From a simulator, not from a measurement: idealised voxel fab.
Process module under the name voxel released beams
Square cells of 5 nm make up the cross-section cut, whose width is 295 nm.
Throughout this document, each cross-section is represented as a grid of square cells and is presented as a sequence of bands enumerated from the top downward, where a band comprises one or more rows of cells.
Top height, bottom height, nm. Materials left to right, width each, nm. Single material + "all across" = fills band edge to edge. "empty" = empty.
Basically, 0 is our baseline, since under it the wafer straight out of the box is all one material. The bottom band has no lower end and keeps on going down, so it looks like "top 0, no bottom".
Think of "30 to 40" as a width that walks from the first number to the second as you go down the band, top row to bottom row, taking equal-sized steps from row to row.
"nothing was modified", as given for a step, is the statement that not any cell of the cross-section underwent a change during that step.
The label "Catalogued sealed voids" introduces a list of the empty spaces, 8 cells or larger, that have no open way up to the top; each entry in it reads width x height at distance, where the distance is taken from the left edge and all three are stated in nm.
Anything after a step's settings on that line? It's the simulator's own note about the step.
For masked steps, "overlay nm" on the step line gives how far right of plan the mask actually lay; a minus sign means it lay to the left.
[The process steps that were planned are listed below]
1,RECEIVE, material Si
2,CONFORMAL_DEP, material SiN, thk nm 5
3,DIRECTIONAL_DEP, material SiO2, thk nm 10
4,MASKED_ETCH, tone open, mask id ANCHOR, width nm 45, etch materials SiO2, depth nm 10, overlay nm 0
5,CONFORMAL_DEP, material TiN, thk nm 15
6,PATTERN, tone cover, mask id BEAM, material resist, width nm 105, thk nm 15, overlay nm 0
7,DIRECTIONAL_ETCH, etch materials TiN, depth nm 15
8,STRIP, etch materials resist
9,STRIP, etch materials SiO2
[Cross-section of the wafer as it came to us, i.e., already through step 1]
- top 0, no bottom | Si all across
- Catalogued sealed voids: none
[Post-module cross-section of the first of two wafers (run per plan)]
- top 30, bottom 20 | 90 empty; 20 TiN; 15 empty; 70 TiN; 100 empty
- top 20, bottom 15 | 90 empty; 105 TiN; 100 empty
- top 15, bottom 5 | 95 empty; 45 TiN; 155 empty
- top 5, bottom 0 | SiN all across
- top 0, no bottom | Si all across
- Catalogued sealed voids: none
[Now the second wafer, cross-sectioned at the end of the module. Nothing different at the start, nothing different in the plan compared with the first, just one mistake when it was actually run]
- top 20, bottom 5 | 90 empty; 105 TiN; 100 empty
- top 5, bottom 0 | SiN all across
- top 0, no bottom | Si all across
- Catalogued sealed voids: none
Misprocessing identified: it should be noted that step 3 of the plan was omitted and was not performed
Wrapping up, a cell-based count of both wafers puts the second over or under the first for these materials: TiN -12
